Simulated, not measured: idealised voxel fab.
Process module name: voxel transistor to metal
Each square cell in cross-section cut measures 5 nm, and the section as a whole is 160 nm wide.
The cross-sections in this document take the form of a grid made of square cells. They are written out as bands, in order from top to bottom. Each band consists of one or more rows of cells. What a band's entry tells you: where the top is and where the bottom is, as heights in nm, and after that what lies inside, material by material from left to right, each with its width in nm. Empty space is written as the word "empty", and a single material marked with the word "edge to edge" occupies the band from edge to edge. Ref level 0: as-received wafer is one material below here. Bottom band extends down with no lower bound ("0 nm and below"). Graded width ("30->40"): value in top row of band = first number; value in bottom row = second number; row-to-row change constant. Key: "stayed the same" - step with no changed cell in the cross-section. Each empty space that has no open way to the top and spans at least 8 cells appears under "Closed void list" as width x height at distance, the distance counted from the left edge, all in nm. Formally, on a step line, whatever follows the settings is a remark that the simulator itself makes on the step. The optional step-line setting "overlay nm" applies to steps with a mask and quantifies how far to the right of its planned location the mask lay, a negative value indicating leftward placement.

Listed below are the process steps as planned
1. RECEIVE (material Si)
2. CONFORMAL_DEP (material SiO2; thk nm 5)
3. CONFORMAL_DEP (material SiN; thk nm 10)
4. PATTERN (tone cover; mask id ACTIVE; material resist; width nm 125; thk nm 20; overlay nm 0)
5. DIRECTIONAL_ETCH (etch materials SiN; depth nm 10)
6. DIRECTIONAL_ETCH (etch materials SiO2; depth nm 5)
7. DIRECTIONAL_ETCH (etch materials Si; depth nm 35)
8. STRIP (etch materials resist)
9. FILL_DEP (material SiO2; thk nm 15)
10. CMP (height nm 15)
11. SELECTIVE_ETCH (etch materials SiO2; depth nm 5)
12. STRIP (etch materials SiN)
13. SELECTIVE_ETCH (etch materials SiO2; depth nm 5)
14. OXIDIZE (depth nm 5)
15. DIRECTIONAL_DEP (material polySi; thk nm 20)
16. DIRECTIONAL_DEP (material SiCN; thk nm 10)
17. PATTERN (tone cover; mask id GATE; material resist; width nm 35; thk nm 15; overlay nm 0)
18. DIRECTIONAL_ETCH (etch materials SiCN; depth nm 20)
19. DIRECTIONAL_ETCH (etch materials polySi; depth nm 30)
20. STRIP (etch materials resist)
21. CONFORMAL_DEP (material SiO2; thk nm 5)
22. DIRECTIONAL_ETCH (etch materials SiO2; depth nm 5)
23. CONFORMAL_DEP (material SiN; thk nm 5)
24. DIRECTIONAL_ETCH (etch materials SiN; depth nm 5)
25. DIRECTIONAL_ETCH (etch materials SiO2; depth nm 5)
26. DIRECTIONAL_ETCH (etch materials Si; depth nm 5)
27. EPI (material SiGe; thk nm 5)
28. FILL_DEP (material SiO2; thk nm 5)
29. CMP (height nm 20)
30. STRIP (etch materials polySi)
31. SELECTIVE_ETCH (etch materials SiO2; depth nm 5)
32. CONFORMAL_DEP (material HfO2; thk nm 5)
33. CONFORMAL_DEP (material TiN; thk nm 5)
34. FILL_DEP (material W; thk nm 5)
35. CMP (height nm 15)
36. DIRECTIONAL_DEP (material SiO2; thk nm 15)
37. MASKED_ETCH (tone open; mask id CONTACT; width nm 20; pitch nm 85; etch materials SiO2; depth nm 35; overlay nm 0)
38. CONFORMAL_DEP (material TiN; thk nm 5)
39. FILL_DEP (material Ru; thk nm 5)
40. CMP (height nm 30)
41. CONFORMAL_DEP (material SiN; thk nm 5)
42. DIRECTIONAL_DEP (material lowk; thk nm 20)
43. PATTERN (tone open; mask id METAL_1; material resist; width nm 20; pitch nm 85; thk nm 20; overlay nm 0)
44. DIRECTIONAL_ETCH (etch materials lowk; depth nm 20)
45. DIRECTIONAL_ETCH (etch materials SiN; depth nm 5)
46. STRIP (etch materials resist)
47. CONFORMAL_DEP (material TiN; thk nm 5)
48. FILL_DEP (material Ru; thk nm 5)
49. CMP (height nm 55)
50. CONFORMAL_DEP (material SiCN; thk nm 5)
51. DIRECTIONAL_DEP (material SiO2; thk nm 30)
52. PATTERN (tone open; mask id METAL_2_HOLES; material resist; width nm 15; pitch nm 85; thk nm 20; overlay nm 0)
53. DIRECTIONAL_ETCH (etch materials SiO2; depth nm 30)
54. STRIP (etch materials resist)
55. PATTERN (tone open; mask id METAL_2; material resist; width nm 20; pitch nm 85; thk nm 15; overlay nm 0)
56. DIRECTIONAL_ETCH (etch materials SiO2; depth nm 15)
57. DIRECTIONAL_ETCH (etch materials SiCN; depth nm 5)
58. STRIP (etch materials resist)
59. CONFORMAL_DEP (material TiN; thk nm 5)
60. FILL_DEP (material Cu; thk nm 10)
61. CMP (height nm 90)
62. CONFORMAL_DEP (material SiN; thk nm 5)

As-received wafer cross-section (after step 1)
- 0 nm and below  Si edge to edge
- Closed void list: none

Cross-section, end of module. Start: as above. Plan: as above. Execution: one mistake
- 110 nm to 105 nm  SiN edge to edge
- 105 nm to 95 nm  Cu edge to edge
- 95 nm to 90 nm  TiN=30, then Cu=10, then TiN=75, then Cu=10, then TiN=35
- 90 nm to 80 nm  SiO2=25, then TiN=5, then Cu=10, then TiN=5, then SiO2=65, then TiN=5, then Cu=10, then TiN=5, then SiO2=30
- 80 nm to 75 nm  SiO2=25, then TiN=5, then Cu=5, then TiN=10, then SiO2=65, then TiN=5, then Cu=5, then TiN=10, then SiO2=30
- 75 nm to 60 nm  SiO2=25, then TiN=5, then Cu=5, then TiN=5, then SiO2=70, then TiN=5, then Cu=5, then TiN=5, then SiO2=35
- 60 nm to 55 nm  SiCN=25, then TiN=15, then SiCN=70, then TiN=15, then SiCN=35
- 55 nm to 35 nm  lowk=25, then TiN=5, then Ru=10, then TiN=5, then lowk=65, then TiN=5, then Ru=10, then TiN=5, then lowk=30
- 35 nm to 30 nm  SiN=25, then TiN=20, then SiN=65, then TiN=20, then SiN=30
- 30 nm to 15 nm  SiO2=25, then TiN=5, then Ru=10, then TiN=5, then SiO2=65, then TiN=5, then Ru=10, then TiN=5, then SiO2=30
- 15 nm to 5 nm  SiO2=25, then TiN=5, then Ru=10, then TiN=5, then SiO2=5, then SiN=5, then HfO2=5, then TiN=5, then W=25, then TiN=5, then HfO2=5, then SiN=5, then SiO2=5, then TiN=5, then Ru=10, then TiN=5, then SiO2=30
- 5 nm to 0 nm  SiO2=15, then SiN=5, then SiO2=5, then TiN=5, then Ru=10, then TiN=5, then SiO2=5, then SiN=5, then HfO2=5, then TiN=35, then HfO2=5, then SiN=5, then SiO2=5, then TiN=5, then Ru=10, then TiN=5, then SiO2=5, then SiN=5, then SiO2=20
- 0 nm to -5 nm  SiO2=20, then SiGe=5, then TiN=20, then SiGe=5, then SiO2=5, then HfO2=45, then SiO2=5, then SiGe=5, then TiN=20, then SiGe=5, then SiO2=25
- -5 nm to -10 nm  SiO2=15, then Si=5, then SiGe=30, then Si=55, then SiGe=30, then Si=5, then SiO2=20
- -10 nm to -35 nm  SiO2=15, then Si=125, then SiO2=20
- -35 nm and below  Si edge to edge
- Closed void list: none
Processing error: the run left out plan step 61 entirely, so it was never executed
